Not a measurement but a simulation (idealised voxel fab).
This section sets out a process module, namely voxel self aligned vias.
Section cut is 245 nm wide and gridded with 5 nm square cells.
Cross-sections here: square-cell grids, written as top-down lists of bands, a band being one or more rows of cells.
Within each band entry, the heights of the top and of the bottom of the band appear first, in that order and in nm; the materials of the band then follow from left to right, each with its corresponding width in nm. The designation "everywhere" on a single material indicates that it fills the band from edge to edge; the designation "empty" indicates empty space.
Beneath 0, the wafer as received is one material, and that level is where height counting begins. The lowest band goes on downward without a bottom; it is written like "0..down".
A width given as "30->40" starts at the first number in the band's top row and ends at the second number in its bottom row, shifting by an equal amount at every step from row to row.
"all unchanged" (step): cross-section cells unchanged, all of them.
"Unvented voids": empty spaces of 8 cells or more with no open way to the top, each given as width x height at distance, distance from the left edge, all in nm.
What comes after the settings on a step's line is commentary from the simulator itself on that step.
"overlay nm", when on a step's line for a step with a mask, measures how far to the right of its planned place the mask lay; a negative measure means to the left.
Note on reading: below, each pair holds a cross-section from before one process step and one from after it; the one from after shows only down to the lowest band that changed. Beneath the pair, the step in between is stated along with its settings. The pairs can stem from different runs of this module on the same starting wafer. Where a pair's entry headed "Ahead of processing" says so, and only there, that pair continues from the pair above it.
# Ahead of processing
  0..down | Si everywhere
  Unvented voids: none
# Resulting Cross-Section
  15..0 | SiO2 everywhere
  Lower than 0, everything is as it was.
  Unvented voids: none
Step between the cross-sections above: op CONFORMAL_DEP | material SiO2 | thk nm 15
Ahead of processing: the after view from the pair directly above serves as the before view here.
# Resulting Cross-Section
  20..15 | SiCN everywhere
  Lower than 15, everything is as it was.
  Unvented voids: none
Step between the cross-sections above: op CONFORMAL_DEP | material SiCN | thk nm 5
Ahead of processing: the after view from the pair directly above serves as the before view here.
# Resulting Cross-Section
  45..20 | SiO2 everywhere
  Lower than 20, everything is as it was.
  Unvented voids: none
Step between the cross-sections above: op DIRECTIONAL_DEP | material SiO2 | thk nm 25
Ahead of processing: the after view from the pair directly above serves as the before view here.
# Resulting Cross-Section
  45..20 | 45 of SiO2; 25 of empty; 40 of SiO2; 25 of empty; 40 of SiO2; 25 of empty; 45 of SiO2
  Lower than 20, everything is as it was.
  Unvented voids: none
Step between the cross-sections above: op MASKED_ETCH | tone open | mask id LINES | width nm 25 | pitch nm 65 | etch materials SiO2 | depth nm 25 | overlay nm 0
Ahead of processing: the after view from the pair directly above serves as the before view here.
# Resulting Cross-Section
  50..45 | 50 of TiN; 15 of empty; 50 of TiN; 15 of empty; 50 of TiN; 15 of empty; 50 of TiN
  45..25 | 45 of SiO2; 5 of TiN; 15 of empty; 5 of TiN; 40 of SiO2; 5 of TiN; 15 of empty; 5 of TiN; 40 of SiO2; 5 of TiN; 15 of empty; 5 of TiN; 45 of SiO2
  25..20 | 45 of SiO2; 25 of TiN; 40 of SiO2; 25 of TiN; 40 of SiO2; 25 of TiN; 45 of SiO2
  Lower than 20, everything is as it was.
  Unvented voids: none
Step between the cross-sections above: op CONFORMAL_DEP | material TiN | thk nm 5
Ahead of processing: the after view from the pair directly above serves as the before view here.
# Resulting Cross-Section
  55..50 | Ru everywhere
  50..45 | 50 of TiN; 15 of Ru; 50 of TiN; 15 of Ru; 50 of TiN; 15 of Ru; 50 of TiN
  45..25 | 45 of SiO2; 5 of TiN; 15 of Ru; 5 of TiN; 40 of SiO2; 5 of TiN; 15 of Ru; 5 of TiN; 40 of SiO2; 5 of TiN; 15 of Ru; 5 of TiN; 45 of SiO2
  Lower than 25, everything is as it was.
  Unvented voids: none
Step between the cross-sections above: op FILL_DEP | material Ru | thk nm 5
Ahead of processing: the after view from the pair directly above serves as the before view here.
# Resulting Cross-Section
  45..25 | 45 of SiO2; 5 of TiN; 15 of Ru; 5 of TiN; 40 of SiO2; 5 of TiN; 15 of Ru; 5 of TiN; 40 of SiO2; 5 of TiN; 15 of Ru; 5 of TiN; 45 of SiO2
  Lower than 25, everything is as it was.
  Unvented voids: none
Step between the cross-sections above: op CMP | height nm 45
Ahead of processing: the after view from the pair directly above serves as the before view here.
# Resulting Cross-Section
  45..40 | 45 of SiO2; 25 of empty; 40 of SiO2; 25 of empty; 40 of SiO2; 25 of empty; 45 of SiO2
  Lower than 40, everything is as it was.
  Unvented voids: none
Step between the cross-sections above: op SELECTIVE_ETCH | etch materials W Ru TiN | depth nm 5
Ahead of processing: the after view from the pair directly above serves as the before view here.
# Resulting Cross-Section
  50..45 | SiN everywhere
  45..40 | 45 of SiO2; 25 of SiN; 40 of SiO2; 25 of SiN; 40 of SiO2; 25 of SiN; 45 of SiO2
  Lower than 40, everything is as it was.
  Unvented voids: none
Step between the cross-sections above: op FILL_DEP | material SiN | thk nm 5
Ahead of processing: the after view from the pair directly above serves as the before view here.
# Resulting Cross-Section
  45..40 | 45 of SiO2; 25 of SiN; 40 of SiO2; 25 of SiN; 40 of SiO2; 25 of SiN; 45 of SiO2
  Lower than 40, everything is as it was.
  Unvented voids: none
Step between the cross-sections above: op CMP | height nm 45
Ahead of processing: the after view from the pair directly above serves as the before view here.
# Resulting Cross-Section
  60..45 | SiO2 everywhere
  Lower than 45, everything is as it was.
  Unvented voids: none
Step between the cross-sections above: op DIRECTIONAL_DEP | material SiO2 | thk nm 15
Ahead of processing: the after view from the pair directly above serves as the before view here.
# Resulting Cross-Section
  70..60 | aC everywhere
  Lower than 60, everything is as it was.
  Unvented voids: none
Step between the cross-sections above: op DIRECTIONAL_DEP | material aC | thk nm 10
Ahead of processing: the after view from the pair directly above serves as the before view here.
# Resulting Cross-Section
  95..70 | 35 of resist; 45 of empty; 85 of resist; 45 of empty; 35 of resist
  Lower than 70, everything is as it was.
  Unvented voids: none
Step between the cross-sections above: op PATTERN | tone open | mask id VIAS | material resist | width nm 45 | pitch nm 130 | thk nm 25 | overlay nm 0
Ahead of processing: the after view from the pair directly above serves as the before view here.
# Resulting Cross-Section
  85..70 | 35 of resist; 45 of empty; 85 of resist; 45 of empty; 35 of resist
  70..60 | 35 of aC; 45 of empty; 85 of aC; 45 of empty; 35 of aC
  Lower than 60, everything is as it was.
  Unvented voids: none
Step between the cross-sections above: op DIRECTIONAL_ETCH | etch materials aC | depth nm 10
Ahead of processing: the after view from the pair directly above serves as the before view here.
# Resulting Cross-Section
  70..60 | 35 of aC; 45 of empty; 85 of aC; 45 of empty; 35 of aC
  Lower than 60, everything is as it was.
  Unvented voids: none
Step between the cross-sections above: op STRIP | etch materials resist
Ahead of processing: the after view from the pair directly above serves as the before view here.
# Resulting Cross-Section
  70..60 | 35 of aC; 45 of empty; 85 of aC; 45 of empty; 35 of aC
  60..45 | 35 of SiO2; 45 of empty; 85 of SiO2; 45 of empty; 35 of SiO2
  Lower than 45, everything is as it was.
  Unvented voids: none
Step between the cross-sections above: op DIRECTIONAL_ETCH | etch materials SiO2 | depth nm 15
Ahead of processing: the after view from the pair directly above serves as the before view here.
# Resulting Cross-Section
  70..60 | 35 of aC; 45 of empty; 85 of aC; 45 of empty; 35 of aC
  60..45 | 35 of SiO2; 45 of empty; 85 of SiO2; 45 of empty; 35 of SiO2
  45..40 | 45 of SiO2; 25 of empty; 40 of SiO2; 25 of SiN; 40 of SiO2; 25 of empty; 45 of SiO2
  Lower than 40, everything is as it was.
  Unvented voids: none
Step between the cross-sections above: op DIRECTIONAL_ETCH | etch materials SiN | depth nm 5
Ahead of processing: the after view from the pair directly above serves as the before view here.
# Resulting Cross-Section
  60..45 | 35 of SiO2; 45 of empty; 85 of SiO2; 45 of empty; 35 of SiO2
  Lower than 45, everything is as it was.
  Unvented voids: none
Step between the cross-sections above: op STRIP | etch materials aC
Ahead of processing: the after view from the pair directly above serves as the before view here.
# Resulting Cross-Section
  65..60 | 40 of TiN; 35 of empty; 95 of TiN; 35 of empty; 40 of TiN
  60..50 | 35 of SiO2; 5 of TiN; 35 of empty; 5 of TiN; 85 of SiO2; 5 of TiN; 35 of empty; 5 of TiN; 35 of SiO2
  50..45 | 35 of SiO2; 15 of TiN; 15 of empty; 15 of TiN; 85 of SiO2; 15 of TiN; 15 of empty; 15 of TiN; 35 of SiO2
  45..40 | 45 of SiO2; 25 of TiN; 40 of SiO2; 25 of SiN; 40 of SiO2; 25 of TiN; 45 of SiO2
  Lower than 40, everything is as it was.
  Unvented voids: none
Step between the cross-sections above: op CONFORMAL_DEP | material TiN | thk nm 5
Ahead of processing: the after view from the pair directly above serves as the before view here.
# Resulting Cross-Section
  75..65 | Ru everywhere
  65..60 | 40 of TiN; 35 of Ru; 95 of TiN; 35 of Ru; 40 of TiN
  60..50 | 35 of SiO2; 5 of TiN; 35 of Ru; 5 of TiN; 85 of SiO2; 5 of TiN; 35 of Ru; 5 of TiN; 35 of SiO2
  50..45 | 35 of SiO2; 15 of TiN; 15 of Ru; 15 of TiN; 85 of SiO2; 15 of TiN; 15 of Ru; 15 of TiN; 35 of SiO2
  Lower than 45, everything is as it was.
  Unvented voids: none
Step between the cross-sections above: op FILL_DEP | material Ru | thk nm 10
Ahead of processing: the after view from the pair directly above serves as the before view here.
# Resulting Cross-Section
  60..50 | 35 of SiO2; 5 of TiN; 35 of Ru; 5 of TiN; 85 of SiO2; 5 of TiN; 35 of Ru; 5 of TiN; 35 of SiO2
  Lower than 50, everything is as it was.
  Unvented voids: none
Step between the cross-sections above: op CMP | height nm 60
Ahead of processing: the after view from the pair directly above serves as the before view here.
# Resulting Cross-Section
  65..60 | SiN everywhere
  Lower than 60, everything is as it was.
  Unvented voids: none
Step between the cross-sections above: op CONFORMAL_DEP | material SiN | thk nm 5
# Ahead of processing
  15..0 | SiO2 everywhere
  0..down | Si everywhere
  Unvented voids: none
# Resulting Cross-Section
  40..0 | SiO2 everywhere
  Lower than 0, everything is as it was.
  Unvented voids: none
Step between the cross-sections above: op DIRECTIONAL_DEP | material SiO2 | thk nm 25
Ahead of processing: the after view from the pair directly above serves as the before view here.
# Resulting Cross-Section
  40..15 | 45 of SiO2; 25 of empty; 40 of SiO2; 25 of empty; 40 of SiO2; 25 of empty; 45 of SiO2
  Lower than 15, everything is as it was.
  Unvented voids: none
Step between the cross-sections above: op MASKED_ETCH | tone open | mask id LINES | width nm 25 | pitch nm 65 | etch materials SiO2 | depth nm 25 | overlay nm 0
Ahead of processing: the after view from the pair directly above serves as the before view here.
# Resulting Cross-Section
  45..40 | 50 of TiN; 15 of empty; 50 of TiN; 15 of empty; 50 of TiN; 15 of empty; 50 of TiN
  40..20 | 45 of SiO2; 5 of TiN; 15 of empty; 5 of TiN; 40 of SiO2; 5 of TiN; 15 of empty; 5 of TiN; 40 of SiO2; 5 of TiN; 15 of empty; 5 of TiN; 45 of SiO2
  20..15 | 45 of SiO2; 25 of TiN; 40 of SiO2; 25 of TiN; 40 of SiO2; 25 of TiN; 45 of SiO2
  Lower than 15, everything is as it was.
  Unvented voids: none
Step between the cross-sections above: op CONFORMAL_DEP | material TiN | thk nm 5
Ahead of processing: the after view from the pair directly above serves as the before view here.
# Resulting Cross-Section
  50..45 | Ru everywhere
  45..40 | 50 of TiN; 15 of Ru; 50 of TiN; 15 of Ru; 50 of TiN; 15 of Ru; 50 of TiN
  40..20 | 45 of SiO2; 5 of TiN; 15 of Ru; 5 of TiN; 40 of SiO2; 5 of TiN; 15 of Ru; 5 of TiN; 40 of SiO2; 5 of TiN; 15 of Ru; 5 of TiN; 45 of SiO2
  Lower than 20, everything is as it was.
  Unvented voids: none
Step between the cross-sections above: op FILL_DEP | material Ru | thk nm 5
Ahead of processing: the after view from the pair directly above serves as the before view here.
# Resulting Cross-Section
  45..40 | 50 of TiN; 15 of Ru; 50 of TiN; 15 of Ru; 50 of TiN; 15 of Ru; 50 of TiN
  Lower than 40, everything is as it was.
  Unvented voids: none
Step between the cross-sections above: op CMP | height nm 45
Ahead of processing: the after view from the pair directly above serves as the before view here.
# Resulting Cross-Section
  40..20 | 45 of SiO2; 5 of TiN; 15 of Ru; 5 of TiN; 40 of SiO2; 5 of TiN; 15 of Ru; 5 of TiN; 40 of SiO2; 5 of TiN; 15 of Ru; 5 of TiN; 45 of SiO2
  Lower than 20, everything is as it was.
  Unvented voids: none
Step between the cross-sections above: op SELECTIVE_ETCH | etch materials W Ru TiN | depth nm 5
Ahead of processing: the after view from the pair directly above serves as the before view here.
# Resulting Cross-Section
  45..40 | SiN everywhere
  Lower than 40, everything is as it was.
  Unvented voids: none
Step between the cross-sections above: op FILL_DEP | material SiN | thk nm 5
Ahead of processing: the after view from the pair directly above serves as the before view here.
# Resulting Cross-Section
  60..45 | SiO2 everywhere
  Lower than 45, everything is as it was.
  Unvented voids: none
Step between the cross-sections above: op DIRECTIONAL_DEP | material SiO2 | thk nm 15
Ahead of processing: the after view from the pair directly above serves as the before view here.
# Resulting Cross-Section
  70..60 | aC everywhere
  Lower than 60, everything is as it was.
  Unvented voids: none
Step between the cross-sections above: op DIRECTIONAL_DEP | material aC | thk nm 10
Ahead of processing: the after view from the pair directly above serves as the before view here.
# Resulting Cross-Section
  95..70 | 35 of resist; 45 of empty; 85 of resist; 45 of empty; 35 of resist
  Lower than 70, everything is as it was.
  Unvented voids: none
Step between the cross-sections above: op PATTERN | tone open | mask id VIAS | material resist | width nm 45 | pitch nm 130 | thk nm 25 | overlay nm 0
Ahead of processing: the after view from the pair directly above serves as the before view here.
# Resulting Cross-Section
  85..70 | 35 of resist; 45 of empty; 85 of resist; 45 of empty; 35 of resist
  70..60 | 35 of aC; 45 of empty; 85 of aC; 45 of empty; 35 of aC
  Lower than 60, everything is as it was.
  Unvented voids: none
Step between the cross-sections above: op DIRECTIONAL_ETCH | etch materials aC | depth nm 10
Ahead of processing: the after view from the pair directly above serves as the before view here.
# Resulting Cross-Section
  70..60 | 35 of aC; 45 of empty; 85 of aC; 45 of empty; 35 of aC
  Lower than 60, everything is as it was.
  Unvented voids: none
Step between the cross-sections above: op STRIP | etch materials resist
Ahead of processing: the after view from the pair directly above serves as the before view here.
# Resulting Cross-Section
  70..60 | 35 of aC; 45 of empty; 85 of aC; 45 of empty; 35 of aC
  60..45 | 35 of SiO2; 45 of empty; 85 of SiO2; 45 of empty; 35 of SiO2
  Lower than 45, everything is as it was.
  Unvented voids: none
Step between the cross-sections above: op DIRECTIONAL_ETCH | etch materials SiO2 | depth nm 15
Ahead of processing: the after view from the pair directly above serves as the before view here.
# Resulting Cross-Section
  70..60 | 35 of aC; 45 of empty; 85 of aC; 45 of empty; 35 of aC
  60..45 | 35 of SiO2; 45 of empty; 85 of SiO2; 45 of empty; 35 of SiO2
  45..40 | 35 of SiN; 45 of empty; 85 of SiN; 45 of empty; 35 of SiN
  Lower than 40, everything is as it was.
  Unvented voids: none
Step between the cross-sections above: op DIRECTIONAL_ETCH | etch materials SiN | depth nm 5
Ahead of processing: the after view from the pair directly above serves as the before view here.
# Resulting Cross-Section
  60..45 | 35 of SiO2; 45 of empty; 85 of SiO2; 45 of empty; 35 of SiO2
  Lower than 45, everything is as it was.
  Unvented voids: none
Step between the cross-sections above: op STRIP | etch materials aC
Ahead of processing: the after view from the pair directly above serves as the before view here.
# Resulting Cross-Section
  65..60 | 40 of TiN; 35 of empty; 95 of TiN; 35 of empty; 40 of TiN
  60..45 | 35 of SiO2; 5 of TiN; 35 of empty; 5 of TiN; 85 of SiO2; 5 of TiN; 35 of empty; 5 of TiN; 35 of SiO2
  45..40 | 35 of SiN; 45 of TiN; 85 of SiN; 45 of TiN; 35 of SiN
  Lower than 40, everything is as it was.
  Unvented voids: none
Step between the cross-sections above: op CONFORMAL_DEP | material TiN | thk nm 5
Ahead of processing: the after view from the pair directly above serves as the before view here.
# Resulting Cross-Section
  75..65 | Ru everywhere
  65..60 | 40 of TiN; 35 of Ru; 95 of TiN; 35 of Ru; 40 of TiN
  60..45 | 35 of SiO2; 5 of TiN; 35 of Ru; 5 of TiN; 85 of SiO2; 5 of TiN; 35 of Ru; 5 of TiN; 35 of SiO2
  Lower than 45, everything is as it was.
  Unvented voids: none
Step between the cross-sections above: op FILL_DEP | material Ru | thk nm 10
Ahead of processing: the after view from the pair directly above serves as the before view here.
# Resulting Cross-Section
  60..45 | 35 of SiO2; 5 of TiN; 35 of Ru; 5 of TiN; 85 of SiO2; 5 of TiN; 35 of Ru; 5 of TiN; 35 of SiO2
  Lower than 45, everything is as it was.
  Unvented voids: none
Step between the cross-sections above: op CMP | height nm 60
Ahead of processing: the after view from the pair directly above serves as the before view here.
# Resulting Cross-Section
  65..60 | SiN everywhere
  Lower than 60, everything is as it was.
  Unvented voids: none
Step between the cross-sections above: op CONFORMAL_DEP | material SiN | thk nm 5
# Ahead of processing
  70..60 | 35 of aC; 45 of empty; 85 of aC; 45 of empty; 35 of aC
  60..45 | 35 of SiO2; 45 of empty; 85 of SiO2; 45 of empty; 35 of SiO2
  45..40 | 45 of SiO2; 25 of SiN; 40 of SiO2; 25 of SiN; 40 of SiO2; 25 of SiN; 45 of SiO2
  40..25 | 45 of SiO2; 5 of TiN; 15 of Ru; 5 of TiN; 40 of SiO2; 5 of TiN; 15 of Ru; 5 of TiN; 40 of SiO2; 5 of TiN; 15 of Ru; 5 of TiN; 45 of SiO2
  25..20 | 45 of SiO2; 25 of TiN; 40 of SiO2; 25 of TiN; 40 of SiO2; 25 of TiN; 45 of SiO2
  20..15 | SiCN everywhere
  15..0 | SiO2 everywhere
  0..down | Si everywhere
  Unvented voids: none
# Resulting Cross-Section
  70..60 | 35 of aC; 45 of empty; 85 of aC; 45 of empty; 35 of aC
  60..45 | 35 of SiO2; 45 of empty; 85 of SiO2; 45 of empty; 35 of SiO2
  45..40 | 35 of SiO2; 10 of empty; 25 of SiN; 10 of empty; 30 of SiO2; 25 of SiN; 30 of SiO2; 10 of empty; 25 of SiN; 10 of empty; 35 of SiO2
  40..30 | 35 of SiO2; 10 of empty; 5 of TiN; 15 of Ru; 5 of TiN; 10 of empty; 30 of SiO2; 5 of TiN; 15 of Ru; 5 of TiN; 30 of SiO2; 10 of empty; 5 of TiN; 15 of Ru; 5 of TiN; 10 of empty; 35 of SiO2
  Lower than 30, everything is as it was.
  Unvented voids: none
Step between the cross-sections above: op DIRECTIONAL_ETCH | etch materials SiO2 | depth nm 15
Ahead of processing: the after view from the pair directly above serves as the before view here.
# Resulting Cross-Section
  70..60 | 35 of aC; 45 of empty; 85 of aC; 45 of empty; 35 of aC
  60..45 | 35 of SiO2; 45 of empty; 85 of SiO2; 45 of empty; 35 of SiO2
  45..40 | 35 of SiO2; 45 of empty; 30 of SiO2; 25 of SiN; 30 of SiO2; 45 of empty; 35 of SiO2
  Lower than 40, everything is as it was.
  Unvented voids: none
Step between the cross-sections above: op DIRECTIONAL_ETCH | etch materials SiN | depth nm 5
Ahead of processing: the after view from the pair directly above serves as the before view here.
# Resulting Cross-Section
  60..45 | 35 of SiO2; 45 of empty; 85 of SiO2; 45 of empty; 35 of SiO2
  Lower than 45, everything is as it was.
  Unvented voids: none
Step between the cross-sections above: op STRIP | etch materials aC
Ahead of processing: the after view from the pair directly above serves as the before view here.
# Resulting Cross-Section
  65..60 | 40 of TiN; 35 of empty; 95 of TiN; 35 of empty; 40 of TiN
  60..45 | 35 of SiO2; 5 of TiN; 35 of empty; 5 of TiN; 85 of SiO2; 5 of TiN; 35 of empty; 5 of TiN; 35 of SiO2
  45..40 | 35 of SiO2; 45 of TiN; 30 of SiO2; 25 of SiN; 30 of SiO2; 45 of TiN; 35 of SiO2
  40..30 | 35 of SiO2; 15 of TiN; 15 of Ru; 15 of TiN; 30 of SiO2; 5 of TiN; 15 of Ru; 5 of TiN; 30 of SiO2; 15 of TiN; 15 of Ru; 15 of TiN; 35 of SiO2
  Lower than 30, everything is as it was.
  Unvented voids: none
Step between the cross-sections above: op CONFORMAL_DEP | material TiN | thk nm 5
Ahead of processing: the after view from the pair directly above serves as the before view here.
# Resulting Cross-Section
  75..65 | Ru everywhere
  65..60 | 40 of TiN; 35 of Ru; 95 of TiN; 35 of Ru; 40 of TiN
  60..45 | 35 of SiO2; 5 of TiN; 35 of Ru; 5 of TiN; 85 of SiO2; 5 of TiN; 35 of Ru; 5 of TiN; 35 of SiO2
  Lower than 45, everything is as it was.
  Unvented voids: none
Step between the cross-sections above: op FILL_DEP | material Ru | thk nm 10
Ahead of processing: the after view from the pair directly above serves as the before view here.
# Resulting Cross-Section
  60..45 | 35 of SiO2; 5 of TiN; 35 of Ru; 5 of TiN; 85 of SiO2; 5 of TiN; 35 of Ru; 5 of TiN; 35 of SiO2
  Lower than 45, everything is as it was.
  Unvented voids: none
Step between the cross-sections above: op CMP | height nm 60
Ahead of processing: the after view from the pair directly above serves as the before view here.
# Resulting Cross-Section
  65..60 | SiN everywhere
  Lower than 60, everything is as it was.
  Unvented voids: none
Step between the cross-sections above: op CONFORMAL_DEP | material SiN | thk nm 5
# Ahead of processing
  40..0 | SiO2 everywhere
  0..down | Si everywhere
  Unvented voids: none
# Resulting Cross-Section
  45..40 | SiCN everywhere
  Lower than 40, everything is as it was.
  Unvented voids: none
Step between the cross-sections above: op CONFORMAL_DEP | material SiCN | thk nm 5
Ahead of processing: the after view from the pair directly above serves as the before view here.
# Resulting Cross-Section
  50..45 | TiN everywhere
  Lower than 45, everything is as it was.
  Unvented voids: none
Step between the cross-sections above: op CONFORMAL_DEP | material TiN | thk nm 5
Ahead of processing: the after view from the pair directly above serves as the before view here.
# Resulting Cross-Section
  55..50 | Ru everywhere
  Lower than 50, everything is as it was.
  Unvented voids: none
Step between the cross-sections above: op FILL_DEP | material Ru | thk nm 5
Ahead of processing: the after view from the pair directly above serves as the before view here.
# Resulting Cross-Section
  45..40 | SiCN everywhere
  Lower than 40, everything is as it was.
  Unvented voids: none
Step between the cross-sections above: op CMP | height nm 45
Ahead of processing: the after view from the pair directly above serves as the before view here.
# Resulting Cross-Section
  50..45 | SiN everywhere
  Lower than 45, everything is as it was.
  Unvented voids: none
Step between the cross-sections above: op FILL_DEP | material SiN | thk nm 5
Ahead of processing: the after view from the pair directly above serves as the before view here.
# Resulting Cross-Section
  45..40 | SiCN everywhere
  Lower than 40, everything is as it was.
  Unvented voids: none
Step between the cross-sections above: op CMP | height nm 45
Ahead of processing: the after view from the pair directly above serves as the before view here.
# Resulting Cross-Section
  60..45 | SiO2 everywhere
  Lower than 45, everything is as it was.
  Unvented voids: none
Step between the cross-sections above: op DIRECTIONAL_DEP | material SiO2 | thk nm 15
Ahead of processing: the after view from the pair directly above serves as the before view here.
# Resulting Cross-Section
  70..60 | aC everywhere
  Lower than 60, everything is as it was.
  Unvented voids: none
Step between the cross-sections above: op DIRECTIONAL_DEP | material aC | thk nm 10
Ahead of processing: the after view from the pair directly above serves as the before view here.
# Resulting Cross-Section
  95..70 | 35 of resist; 45 of empty; 85 of resist; 45 of empty; 35 of resist
  Lower than 70, everything is as it was.
  Unvented voids: none
Step between the cross-sections above: op PATTERN | tone open | mask id VIAS | material resist | width nm 45 | pitch nm 130 | thk nm 25 | overlay nm 0
Ahead of processing: the after view from the pair directly above serves as the before view here.
# Resulting Cross-Section
  85..70 | 35 of resist; 45 of empty; 85 of resist; 45 of empty; 35 of resist
  70..60 | 35 of aC; 45 of empty; 85 of aC; 45 of empty; 35 of aC
  Lower than 60, everything is as it was.
  Unvented voids: none
Step between the cross-sections above: op DIRECTIONAL_ETCH | etch materials aC | depth nm 10
Ahead of processing: the after view from the pair directly above serves as the before view here.
# Resulting Cross-Section
  70..60 | 35 of aC; 45 of empty; 85 of aC; 45 of empty; 35 of aC
  Lower than 60, everything is as it was.
  Unvented voids: none
Step between the cross-sections above: op STRIP | etch materials resist
Ahead of processing: the after view from the pair directly above serves as the before view here.
# Resulting Cross-Section
  70..60 | 35 of aC; 45 of empty; 85 of aC; 45 of empty; 35 of aC
  60..45 | 35 of SiO2; 45 of empty; 85 of SiO2; 45 of empty; 35 of SiO2
  Lower than 45, everything is as it was.
  Unvented voids: none
Step between the cross-sections above: op DIRECTIONAL_ETCH | etch materials SiO2 | depth nm 15
Ahead of processing: the after view from the pair directly above serves as the before view here.
# Resulting Cross-Section
  60..45 | 35 of SiO2; 45 of empty; 85 of SiO2; 45 of empty; 35 of SiO2
  Lower than 45, everything is as it was.
  Unvented voids: none
Step between the cross-sections above: op STRIP | etch materials aC
Ahead of processing: the after view from the pair directly above serves as the before view here.
# Resulting Cross-Section
  65..60 | 40 of TiN; 35 of empty; 95 of TiN; 35 of empty; 40 of TiN
  60..50 | 35 of SiO2; 5 of TiN; 35 of empty; 5 of TiN; 85 of SiO2; 5 of TiN; 35 of empty; 5 of TiN; 35 of SiO2
  50..45 | 35 of SiO2; 45 of TiN; 85 of SiO2; 45 of TiN; 35 of SiO2
  Lower than 45, everything is as it was.
  Unvented voids: none
Step between the cross-sections above: op CONFORMAL_DEP | material TiN | thk nm 5
Ahead of processing: the after view from the pair directly above serves as the before view here.
# Resulting Cross-Section
  75..65 | Ru everywhere
  65..60 | 40 of TiN; 35 of Ru; 95 of TiN; 35 of Ru; 40 of TiN
  60..50 | 35 of SiO2; 5 of TiN; 35 of Ru; 5 of TiN; 85 of SiO2; 5 of TiN; 35 of Ru; 5 of TiN; 35 of SiO2
  Lower than 50, everything is as it was.
  Unvented voids: none
Step between the cross-sections above: op FILL_DEP | material Ru | thk nm 10
Ahead of processing: the after view from the pair directly above serves as the before view here.
# Resulting Cross-Section
  60..50 | 35 of SiO2; 5 of TiN; 35 of Ru; 5 of TiN; 85 of SiO2; 5 of TiN; 35 of Ru; 5 of TiN; 35 of SiO2
  Lower than 50, everything is as it was.
  Unvented voids: none
Step between the cross-sections above: op CMP | height nm 60
Ahead of processing: the after view from the pair directly above serves as the before view here.
# Resulting Cross-Section
  65..60 | SiN everywhere
  Lower than 60, everything is as it was.
  Unvented voids: none
Step between the cross-sections above: op CONFORMAL_DEP | material SiN | thk nm 5
# Ahead of processing
  75..65 | Ru everywhere
  65..60 | 40 of TiN; 35 of Ru; 95 of TiN; 35 of Ru; 40 of TiN
  60..50 | 35 of SiO2; 5 of TiN; 35 of Ru; 5 of TiN; 85 of SiO2; 5 of TiN; 35 of Ru; 5 of TiN; 35 of SiO2
  50..45 | 35 of SiO2; 15 of TiN; 15 of Ru; 15 of TiN; 85 of SiO2; 15 of TiN; 15 of Ru; 15 of TiN; 35 of SiO2
  45..40 | 45 of SiO2; 25 of TiN; 40 of SiO2; 25 of SiN; 40 of SiO2; 25 of TiN; 45 of SiO2
  40..25 | 45 of SiO2; 5 of TiN; 15 of Ru; 5 of TiN; 40 of SiO2; 5 of TiN; 15 of Ru; 5 of TiN; 40 of SiO2; 5 of TiN; 15 of Ru; 5 of TiN; 45 of SiO2
  25..20 | 45 of SiO2; 25 of TiN; 40 of SiO2; 25 of TiN; 40 of SiO2; 25 of TiN; 45 of SiO2
  20..15 | SiCN everywhere
  15..0 | SiO2 everywhere
  0..down | Si everywhere
  Unvented voids: none
# Resulting Cross-Section
  55..45 | 35 of SiO2; 5->15 of TiN; 35->15 of Ru; 5->15 of TiN; 85 of SiO2; 5->15 of TiN; 35->15 of Ru; 5->15 of TiN; 35 of SiO2
  Lower than 45, everything is as it was.
  Unvented voids: none
Step between the cross-sections above: op CMP | height nm 55
Ahead of processing: the after view from the pair directly above serves as the before view here.
# Resulting Cross-Section
  60..55 | SiN everywhere
  Lower than 55, everything is as it was.
  Unvented voids: none
Step between the cross-sections above: op CONFORMAL_DEP | material SiN | thk nm 5
# Ahead of processing
  45..20 | SiO2 everywhere
  20..15 | SiCN everywhere
  15..0 | SiO2 everywhere
  0..down | Si everywhere
  Unvented voids: none
# Resulting Cross-Section
  45..20 | 45 of SiO2; 30 of empty; 35 of SiO2; 30 of empty; 35 of SiO2; 30 of empty; 40 of SiO2
  Lower than 20, everything is as it was.
  Unvented voids: none
Step between the cross-sections above: op MASKED_ETCH | tone open | mask id LINES | width nm 30 | pitch nm 65 | etch materials SiO2 | depth nm 25 | overlay nm 0
Ahead of processing: the after view from the pair directly above serves as the before view here.
# Resulting Cross-Section
  50..45 | 50 of TiN; 20 of empty; 45 of TiN; 20 of empty; 45 of TiN; 20 of empty; 45 of TiN
  45..25 | 45 of SiO2; 5 of TiN; 20 of empty; 5 of TiN; 35 of SiO2; 5 of TiN; 20 of empty; 5 of TiN; 35 of SiO2; 5 of TiN; 20 of empty; 5 of TiN; 40 of SiO2
  25..20 | 45 of SiO2; 30 of TiN; 35 of SiO2; 30 of TiN; 35 of SiO2; 30 of TiN; 40 of SiO2
  Lower than 20, everything is as it was.
  Unvented voids: none
Step between the cross-sections above: op CONFORMAL_DEP | material TiN | thk nm 5
Ahead of processing: the after view from the pair directly above serves as the before view here.
# Resulting Cross-Section
  55..50 | Ru everywhere
  50..45 | 50 of TiN; 20 of Ru; 45 of TiN; 20 of Ru; 45 of TiN; 20 of Ru; 45 of TiN
  45..25 | 45 of SiO2; 5 of TiN; 20 of Ru; 5 of TiN; 35 of SiO2; 5 of TiN; 20 of Ru; 5 of TiN; 35 of SiO2; 5 of TiN; 20 of Ru; 5 of TiN; 40 of SiO2
  Lower than 25, everything is as it was.
  Unvented voids: none
Step between the cross-sections above: op FILL_DEP | material Ru | thk nm 5
Ahead of processing: the after view from the pair directly above serves as the before view here.
# Resulting Cross-Section
  45..25 | 45 of SiO2; 5 of TiN; 20 of Ru; 5 of TiN; 35 of SiO2; 5 of TiN; 20 of Ru; 5 of TiN; 35 of SiO2; 5 of TiN; 20 of Ru; 5 of TiN; 40 of SiO2
  Lower than 25, everything is as it was.
  Unvented voids: none
Step between the cross-sections above: op CMP | height nm 45
Ahead of processing: the after view from the pair directly above serves as the before view here.
# Resulting Cross-Section
  45..40 | 45 of SiO2; 30 of empty; 35 of SiO2; 30 of empty; 35 of SiO2; 30 of empty; 40 of SiO2
  Lower than 40, everything is as it was.
  Unvented voids: none
Step between the cross-sections above: op SELECTIVE_ETCH | etch materials W Ru TiN | depth nm 5
Ahead of processing: the after view from the pair directly above serves as the before view here.
# Resulting Cross-Section
  50..45 | SiN everywhere
  45..40 | 45 of SiO2; 30 of SiN; 35 of SiO2; 30 of SiN; 35 of SiO2; 30 of SiN; 40 of SiO2
  Lower than 40, everything is as it was.
  Unvented voids: none
Step between the cross-sections above: op FILL_DEP | material SiN | thk nm 5
